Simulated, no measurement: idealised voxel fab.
Title: Process Module voxel lift off
This is section cut - it's 250 nm across, gridded in 5 nm square cells.
If you're reading a cross-section in this doc, picture square cells in a grid; it comes to you as bands, top ones listed first down to the bottom, and a band can be one or more rows of cells. The entry gives the band's vertical extent as a top height and a bottom height in nm, then its horizontal make-up as materials from left to right, each with a width in nm. "blank" stands for empty space; a single material marked "edge to edge" fills the band edge to edge. Heights are reckoned from 0. Under this level, the received wafer is all of one material. The bottommost band is open-ended downward, for example "0 -> down". Width spec "30->40" -> top row of cells at first value, bottom row at second value, equal per-row change in between. Any step labelled "nothing different" changed none of the cells in the cross-section. In "Catalogued sealed voids" the enclosed voids are listed, meaning empty spaces of 8 cells or larger without any opening to the top. The form is width x height at distance, distance from the left edge, units nm. It should be noted that, on the line of a given step, the content following the step's settings is a remark produced by the simulator itself with respect to that step. "overlay nm" answers the question of how far to the right of plan the mask lay on a step that has a mask, and when it is negative the answer is to the left.

-- Steps planned for the process
1 RECEIVE [material Si]
2 CONFORMAL_DEP [material Al2O3] [thk nm 10]
3 PATTERN [tone open] [mask id LINES] [material resist] [width nm 15] [pitch nm 35] [thk nm 20] [overlay nm 0]
4 DIRECTIONAL_DEP [material Ru] [thk nm 10]
5 STRIP [etch materials resist]
6 CONFORMAL_DEP [material SiN] [thk nm 5]

-- Cross-section: wafer on arrival = after step 1
	0 -> down: Si edge to edge
	Catalogued sealed voids: none

-- a wafer at the end: this start, this plan, one mistake
	15 -> 10: blank: 95 | SiN: 25 | blank: 10 | SiN: 25 | blank: 95
	10 -> 5: blank: 95 | SiN: 5 | Ru: 15 | SiN: 5 | blank: 10 | SiN: 5 | Ru: 15 | SiN: 5 | blank: 95
	5 -> 0: SiN: 100 | Ru: 15 | SiN: 20 | Ru: 15 | SiN: 100
	0 -> down: Si edge to edge
	Catalogued sealed voids: none
Heads up, the wafer didn't run the way we planned it: no execution of plan step 2; skipped
